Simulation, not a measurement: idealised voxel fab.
process module | voxel quadruple lines
cross-section cut | 265 nm wide | cells 5 nm
A cross-section is a grid of square cells, given in bands from the top down. A band is one or more rows of cells.
Each band's line starts with the height of the band's top and of its bottom, in nm. Then come its materials from left to right, each with its width in nm. One material with "throughout" fills the band from edge to edge. "air" is empty space.
Height 0 is the level under which the wafer as received is all one material. The lowest band goes on downwards, as in "0 down".
A width such as "30 to 40" changes by the same amount from each row of cells to the next, from the band's top row to its bottom row.
"no change" after a step means that no cell of the cross-section changed.
closed voids: empty space of 8 cells or more with no open way to the top, each as width x height at its distance from the left edge, in nm
after a step's settings: what the simulator itself notes on the step
overlay nm, on a step with a mask: how far to the right of its planned place the mask lay; to the left if negative
plan
1 op RECEIVE | material Si
2 op CONFORMAL_DEP | material SiO2 | thk nm 10
3 op DIRECTIONAL_DEP | material Ru | thk nm 15
4 op DIRECTIONAL_DEP | material polySi | thk nm 20
5 op DIRECTIONAL_DEP | material aC | thk nm 25
6 op PATTERN | tone cover | mask id MANDREL | material resist | width nm 25 | thk nm 35 | overlay nm 0
7 op DIRECTIONAL_ETCH | etch materials aC | depth nm 25
8 op STRIP | etch materials resist
9 op CONFORMAL_DEP | material SiO2 | thk nm 15
10 op DIRECTIONAL_ETCH | etch materials SiO2 | depth nm 15
11 op STRIP | etch materials aC
12 op DIRECTIONAL_ETCH | etch materials polySi | depth nm 20
13 op STRIP | etch materials SiO2
14 op CONFORMAL_DEP | material SiN | thk nm 5
15 op DIRECTIONAL_ETCH | etch materials SiN | depth nm 5
16 op STRIP | etch materials polySi
17 op DIRECTIONAL_ETCH | etch materials Ru | depth nm 15
18 op STRIP | etch materials SiN
first wafer, as planned
as received, after step 1
  0 down: Si throughout
  closed voids: none
after step 2
  10 to 0: SiO2 throughout
  below 0: unchanged
after step 3
  25 to 10: Ru throughout
  below 10: unchanged
after step 4
  45 to 25: polySi throughout
  below 25: unchanged
after step 5
  70 to 45: aC throughout
  below 45: unchanged
after step 6
  105 to 70: air 120 | resist 25 | air 120
  below 70: unchanged
after step 7
  80 to 70: air 120 | resist 25 | air 120
  70 to 45: air 120 | aC 25 | air 120
  below 45: unchanged
after step 8
  70 to 45: air 120 | aC 25 | air 120
  below 45: unchanged
after step 9
  85 to 70: air 105 | SiO2 55 | air 105
  70 to 60: air 105 | SiO2 15 | aC 25 | SiO2 15 | air 105
  60 to 45: SiO2 120 | aC 25 | SiO2 120
  below 45: unchanged
after step 10
  70 to 45: air 105 | SiO2 15 | aC 25 | SiO2 15 | air 105
  below 45: unchanged
after step 11
  70 to 45: air 105 | SiO2 15 | air 25 | SiO2 15 | air 105
  below 45: unchanged
after step 12
  70 to 45: air 105 | SiO2 15 | air 25 | SiO2 15 | air 105
  45 to 25: air 105 | polySi 15 | air 25 | polySi 15 | air 105
  below 25: unchanged
after step 13
  45 to 25: air 105 | polySi 15 | air 25 | polySi 15 | air 105
  below 25: unchanged
after step 14
  50 to 45: air 100 | SiN 25 | air 15 | SiN 25 | air 100
  45 to 30: air 100 | SiN 5 | polySi 15 | SiN 5 | air 15 | SiN 5 | polySi 15 | SiN 5 | air 100
  30 to 25: SiN 105 | polySi 15 | SiN 25 | polySi 15 | SiN 105
  below 25: unchanged
after step 15
  45 to 25: air 100 | SiN 5 | polySi 15 | SiN 5 | air 15 | SiN 5 | polySi 15 | SiN 5 | air 100
  below 25: unchanged
after step 16
  45 to 25: air 100 | SiN 5 | air 15 | SiN 5 | air 15 | SiN 5 | air 15 | SiN 5 | air 100
  below 25: unchanged
after step 17
  45 to 25: air 100 | SiN 5 | air 15 | SiN 5 | air 15 | SiN 5 | air 15 | SiN 5 | air 100
  25 to 10: air 100 | Ru 5 | air 15 | Ru 5 | air 15 | Ru 5 | air 15 | Ru 5 | air 100
  below 10: unchanged
after step 18
  25 to 10: air 100 | Ru 5 | air 15 | Ru 5 | air 15 | Ru 5 | air 15 | Ru 5 | air 100
  below 10: unchanged
second wafer: like start, like plan, one mistake. Through step 5 it matches the first wafer
when step 6 should have ended
  105 to 70: resist 120 | air 25 | resist 120
  below 70: unchanged
when step 7 should have ended
  80 to 70: resist 120 | air 25 | resist 120
  70 to 45: aC 120 | air 25 | aC 120
  below 45: unchanged
when step 8 should have ended
  70 to 45: aC 120 | air 25 | aC 120
  below 45: unchanged
when step 9 should have ended
  85 to 70: SiO2 throughout
  70 to 45: aC 120 | SiO2 25 | aC 120
  below 45: unchanged
when step 10 should have ended
  70 to 45: aC 120 | SiO2 25 | aC 120
  below 45: unchanged
when step 11 should have ended
  70 to 45: air 120 | SiO2 25 | air 120
  below 45: unchanged
when step 12 should have ended
  70 to 45: air 120 | SiO2 25 | air 120
  45 to 25: air 120 | polySi 25 | air 120
  below 25: unchanged
when step 13 should have ended
  45 to 25: air 120 | polySi 25 | air 120
  below 25: unchanged
when step 14 should have ended
  50 to 45: air 115 | SiN 35 | air 115
  45 to 30: air 115 | SiN 5 | polySi 25 | SiN 5 | air 115
  30 to 25: SiN 120 | polySi 25 | SiN 120
  below 25: unchanged
when step 15 should have ended
  45 to 25: air 115 | SiN 5 | polySi 25 | SiN 5 | air 115
  below 25: unchanged
when step 16 should have ended
  45 to 25: air 115 | SiN 5 | air 25 | SiN 5 | air 115
  below 25: unchanged
when step 17 should have ended
  45 to 25: air 115 | SiN 5 | air 25 | SiN 5 | air 115
  25 to 10: air 115 | Ru 5 | air 25 | Ru 5 | air 115
  below 10: unchanged
when step 18 should have ended
  25 to 10: air 115 | Ru 5 | air 25 | Ru 5 | air 115
  below 10: unchanged
what went wrong: step 6 ran as: op PATTERN | tone open | mask id MANDREL | material resist | width nm 25 | thk nm 35 | overlay nm 0
at the end the second wafer has, in cells: 6 fewer of Ru
